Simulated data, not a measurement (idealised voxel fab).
process module | voxel transistor to metal
cross-section cut | 295 nm wide | cells 5 nm
A cross-section is a grid of square cells, given in bands from the top down. A band is one or more rows of cells.
Each band's line starts with the height of the band's top and of its bottom, in nm. Then come its materials from left to right, each with its width in nm. One material with "throughout" fills the band from edge to edge. "air" is empty space.
Height 0 is the level under which the wafer as received is all one material. The lowest band goes on downwards, as in "0 down".
A width such as "30 to 40" changes by the same amount from each row of cells to the next, from the band's top row to its bottom row.
"no change" after a step means that no cell of the cross-section changed.
closed voids: empty space of 8 cells or more with no open way to the top, each as width x height at its distance from the left edge, in nm
after a step's settings: what the simulator itself notes on the step
overlay nm, on a step with a mask: how far to the right of its planned place the mask lay; to the left if negative
plan
1 op RECEIVE | material Si
2 op OXIDIZE | depth nm 5
3 op CONFORMAL_DEP | material SiN | thk nm 15
4 op MASKED_ETCH | tone cover | mask id ACTIVE | width nm 115 | pitch nm 135 | etch materials SiN | depth nm 15 | overlay nm 0
5 op MASKED_ETCH | tone cover | mask id ACTIVE | width nm 115 | pitch nm 135 | etch materials SiO2 | depth nm 5 | overlay nm 0
6 op MASKED_ETCH | tone cover | mask id ACTIVE | width nm 115 | pitch nm 135 | etch materials Si | depth nm 35 | overlay nm 0
7 op FILL_DEP | material SiO2 | thk nm 15
8 op CMP | height nm 15
9 op SELECTIVE_ETCH | etch materials SiO2 | depth nm 5
10 op STRIP | etch materials SiN
11 op SELECTIVE_ETCH | etch materials SiO2 | depth nm 5
12 op OXIDIZE | depth nm 5
13 op DIRECTIONAL_DEP | material polySi | thk nm 20
14 op DIRECTIONAL_DEP | material SiCN | thk nm 15
15 op DIRECTIONAL_DEP | material aC | thk nm 15
16 op PATTERN | tone cover | mask id GATE | material resist | width nm 15 | pitch nm 135 | thk nm 35 | overlay nm 0
17 op DIRECTIONAL_ETCH | etch materials aC | depth nm 15
18 op STRIP | etch materials resist
19 op DIRECTIONAL_ETCH | etch materials SiCN | depth nm 25
20 op DIRECTIONAL_ETCH | etch materials polySi | depth nm 30
21 op STRIP | etch materials aC
22 op CONFORMAL_DEP | material SiN | thk nm 5
23 op DIRECTIONAL_ETCH | etch materials SiN | depth nm 5
24 op DIRECTIONAL_ETCH | etch materials SiO2 | depth nm 5
25 op DIRECTIONAL_ETCH | etch materials Si | depth nm 5
26 op EPI | material pSi | thk nm 10
27 op FILL_DEP | material SiO2 | thk nm 10
28 op CMP | height nm 30
29 op DIRECTIONAL_DEP | material SiO2 | thk nm 15
30 op MASKED_ETCH | tone open | mask id CONTACT | width nm 20 | etch materials SiO2 | depth nm 50 | overlay nm 0
31 op CONFORMAL_DEP | material TiN | thk nm 5
32 op FILL_DEP | material W | thk nm 10
33 op CMP | height nm 45
34 op DIRECTIONAL_DEP | material TiN | thk nm 5
35 op DIRECTIONAL_DEP | material Ru | thk nm 20
36 op DIRECTIONAL_DEP | material aC | thk nm 15
37 op PATTERN | tone cover | mask id METAL_1 | material resist | width nm 20 | thk nm 30 | overlay nm 0
38 op DIRECTIONAL_ETCH | etch materials aC | depth nm 15
39 op STRIP | etch materials resist
40 op DIRECTIONAL_ETCH | etch materials Ru | depth nm 20
41 op DIRECTIONAL_ETCH | etch materials TiN | depth nm 5
42 op STRIP | etch materials aC
43 op CONFORMAL_DEP | material SiCN | thk nm 5
44 op FILL_DEP | material SiO2 | thk nm 10
45 op CMP | height nm 70
46 op CONFORMAL_DEP | material SiN | thk nm 5
as received, after step 1
  0 down: Si throughout
  closed voids: none
first wafer at the end, as planned
  75 to 70: SiN throughout
  70 to 50: SiO2 25 | SiCN 5 | Ru 20 | SiCN 5 | SiO2 45 | SiCN 5 | Ru 20 | SiCN 5 | SiO2 30 | SiCN 5 | Ru 20 | SiCN 5 | SiO2 45 | SiCN 5 | Ru 20 | SiCN 5 | SiO2 30
  50 to 45: SiCN 30 | TiN 20 | SiCN 55 | TiN 20 | SiCN 40 | TiN 20 | SiCN 55 | TiN 20 | SiCN 35
  45 to 30: SiO2 30 | TiN 5 | W 10 | TiN 5 | SiO2 55 | TiN 5 | W 10 | TiN 5 | SiO2 40 | TiN 5 | W 10 | TiN 5 | SiO2 55 | TiN 5 | W 10 | TiN 5 | SiO2 35
  30 to 15: SiO2 30 | TiN 5 | W 10 | TiN 5 | SiO2 15 | SiN 5 | SiCN 15 | SiN 5 | SiO2 15 | TiN 5 | W 10 | TiN 5 | SiO2 40 | TiN 5 | W 10 | TiN 5 | SiO2 15 | SiN 5 | SiCN 15 | SiN 5 | SiO2 15 | TiN 5 | W 10 | TiN 5 | SiO2 35
  15 to 5: SiO2 30 | TiN 5 | W 10 | TiN 5 | SiO2 15 | SiN 5 | polySi 15 | SiN 5 | SiO2 15 | TiN 5 | W 10 | TiN 5 | SiO2 40 | TiN 5 | W 10 | TiN 5 | SiO2 15 | SiN 5 | polySi 15 | SiN 5 | SiO2 15 | TiN 5 | W 10 | TiN 5 | SiO2 35
  5 to 0: SiO2 15 | SiN 5 | SiO2 10 | TiN 5 | W 10 | TiN 5 | SiO2 15 | SiN 5 | polySi 15 | SiN 5 | SiO2 15 | TiN 5 | W 10 | TiN 5 | SiO2 10 | SiN 5 | SiO2 10 | SiN 5 | SiO2 10 | TiN 5 | W 10 | TiN 5 | SiO2 15 | SiN 5 | polySi 15 | SiN 5 | SiO2 15 | TiN 5 | W 10 | TiN 5 | SiO2 10 | SiN 5 | SiO2 20
  0 to -5: SiO2 15 | SiN 5 | SiO2 10 | TiN 20 | SiO2 5 | pSi 10 | SiN 5 | polySi 15 | SiN 5 | pSi 10 | SiO2 5 | TiN 20 | SiO2 10 | SiN 5 | SiO2 10 | SiN 5 | SiO2 10 | TiN 20 | SiO2 5 | pSi 10 | SiN 5 | polySi 15 | SiN 5 | pSi 10 | SiO2 5 | TiN 20 | SiO2 10 | SiN 5 | SiO2 20
  -5 to -10: SiO2 20 | pSi 45 | SiO2 25 | pSi 45 | SiO2 20 | pSi 45 | SiO2 25 | pSi 45 | SiO2 25
  -10 to -15: SiO2 20 | pSi 45 | Si 25 | pSi 45 | SiO2 20 | pSi 45 | Si 25 | pSi 45 | SiO2 25
  -15 to -40: SiO2 20 | Si 115 | SiO2 20 | Si 115 | SiO2 25
  -40 down: Si throughout
  closed voids: none
second wafer at the end: like start, like plan, one mistake
  75 to 70: SiN throughout
  70 to 50: SiO2 25 | SiCN 5 | Ru 20 | SiCN 5 | SiO2 45 | SiCN 5 | Ru 20 | SiCN 5 | SiO2 30 | SiCN 5 | Ru 20 | SiCN 5 | SiO2 45 | SiCN 5 | Ru 20 | SiCN 5 | SiO2 30
  50 to 45: SiCN 30 | TiN 20 | SiCN 55 | TiN 20 | SiCN 40 | TiN 20 | SiCN 55 | TiN 20 | SiCN 35
  45 to 30: SiO2 25 | TiN 5 | W 20 | TiN 5 | SiO2 45 | TiN 5 | W 20 | TiN 5 | SiO2 30 | TiN 5 | W 20 | TiN 5 | SiO2 45 | TiN 5 | W 20 | TiN 5 | SiO2 30
  30 to 15: SiO2 25 | TiN 5 | W 20 | TiN 5 | SiO2 10 | SiN 5 | SiCN 15 | SiN 5 | SiO2 10 | TiN 5 | W 20 | TiN 5 | SiO2 30 | TiN 5 | W 20 | TiN 5 | SiO2 10 | SiN 5 | SiCN 15 | SiN 5 | SiO2 10 | TiN 5 | W 20 | TiN 5 | SiO2 30
  15 to 5: SiO2 25 | TiN 5 | W 20 | TiN 5 | SiO2 10 | SiN 5 | polySi 15 | SiN 5 | SiO2 10 | TiN 5 | W 20 | TiN 5 | SiO2 30 | TiN 5 | W 20 | TiN 5 | SiO2 10 | SiN 5 | polySi 15 | SiN 5 | SiO2 10 | TiN 5 | W 20 | TiN 5 | SiO2 30
  5 to 0: SiO2 15 | SiN 5 | SiO2 5 | TiN 5 | W 20 | TiN 5 | SiO2 10 | SiN 5 | polySi 15 | SiN 5 | SiO2 10 | TiN 5 | W 20 | TiN 5 | SiO2 5 | SiN 5 | SiO2 10 | SiN 5 | SiO2 5 | TiN 5 | W 20 | TiN 5 | SiO2 10 | SiN 5 | polySi 15 | SiN 5 | SiO2 10 | TiN 5 | W 20 | TiN 5 | SiO2 5 | SiN 5 | SiO2 20
  0 to -5: SiO2 15 | SiN 5 | SiO2 5 | TiN 30 | pSi 10 | SiN 5 | polySi 15 | SiN 5 | pSi 10 | TiN 30 | SiO2 5 | SiN 5 | SiO2 10 | SiN 5 | SiO2 5 | TiN 30 | pSi 10 | SiN 5 | polySi 15 | SiN 5 | pSi 10 | TiN 30 | SiO2 5 | SiN 5 | SiO2 20
  -5 to -10: SiO2 20 | pSi 45 | SiO2 25 | pSi 45 | SiO2 20 | pSi 45 | SiO2 25 | pSi 45 | SiO2 25
  -10 to -15: SiO2 20 | pSi 45 | Si 25 | pSi 45 | SiO2 20 | pSi 45 | Si 25 | pSi 45 | SiO2 25
  -15 to -40: SiO2 20 | Si 115 | SiO2 20 | Si 115 | SiO2 25
  -40 down: Si throughout
  closed voids: none
what went wrong: step 30 ran as: op MASKED_ETCH | tone open | mask id CONTACT | width nm 30 | etch materials SiO2 | depth nm 50 | overlay nm 0
at the end the second wafer has, in cells: 80 fewer of SiO2 | 8 more of TiN | 72 more of W
